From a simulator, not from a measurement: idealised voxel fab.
Process module name: voxel ribs on slabs
Cross-section cut spans 150 nm and uses square cells 5 nm in size.
Cross-section = grid of square cells, listed top down in bands; band = one or more rows.
It is stipulated that each band's entry specify, in nanometres, the height of the top of the band and then that of its bottom, followed by the materials of the band in left-to-right sequence, each together with its width in nanometres. A single material marked by the word "edge to edge" is understood to fill the band from edge to edge; the word "empty" is understood to denote empty space.
Height 0 is the level under which the wafer as received is all one material. The lowest band goes on downwards, as in "0 -> down".
Per-row width for "30 to 40": begins at first number (top row of band), ends at second number (bottom row), increment between rows held constant.
"no change occurred", as given for a step, is the statement that not any cell of the cross-section underwent a change during that step.
Heads up: "Enclosed internal voids" only lists the empty pockets with no open path to the top that are 8 cells or more, and it writes them as width x height at distance, distance from the left edge, in nm.
Anything after a step's settings on that line? It's the simulator's own note about the step.
overlay nm: how far to the right of its planned place the mask lay on this masked step (negative: to the left).
Set out below are the planned steps of the process:
1. RECEIVE (material Si)
2. DIRECTIONAL_DEP (material SiO2; thk nm 20)
3. DIRECTIONAL_DEP (material polySi; thk nm 15)
4. PATTERN (tone cover; mask id RIB; material resist; width nm 25; thk nm 20; overlay nm 0)
5. DIRECTIONAL_ETCH (etch materials polySi; depth nm 10)
6. STRIP (etch materials resist)
7. PATTERN (tone cover; mask id SLAB; material resist; width nm 75; thk nm 20; overlay nm 0)
8. DIRECTIONAL_ETCH (etch materials polySi; depth nm 5)
9. STRIP (etch materials resist)
10. FILL_DEP (material SiO2; thk nm 20)
11. CMP (height nm 45)
12. DIRECTIONAL_DEP (material W; thk nm 10)
13. MASKED_ETCH (tone cover; mask id HEATER; width nm 35; etch materials W; depth nm 10; overlay nm 0)
14. CONFORMAL_DEP (material SiN; thk nm 10)
Wafers differ in width nm at step 7; plan lists the first wafer's value; identical starting state.
Incoming state of the first of several wafers in cross-section: after step 1:
0 -> down  Si edge to edge
Enclosed internal voids: none
Gained (+) or lost (-) cells of each material since receipt, then closed voids: one row per wafer, at the end of the module:
width nm 75, +68 SiN, +245 SiO2, +14 W, +25 polySi, Enclosed internal voids: none
width nm 80, +68 SiN, +244 SiO2, +14 W, +26 polySi, Enclosed internal voids: none
width nm 85, +68 SiN, +243 SiO2, +14 W, +27 polySi, Enclosed internal voids: none
width nm 90, +68 SiN, +242 SiO2, +14 W, +28 polySi, Enclosed internal voids: none
width nm 95, +68 SiN, +241 SiO2, +14 W, +29 polySi, Enclosed internal voids: none
width nm 100, +68 SiN, +240 SiO2, +14 W, +30 polySi, Enclosed internal voids: none
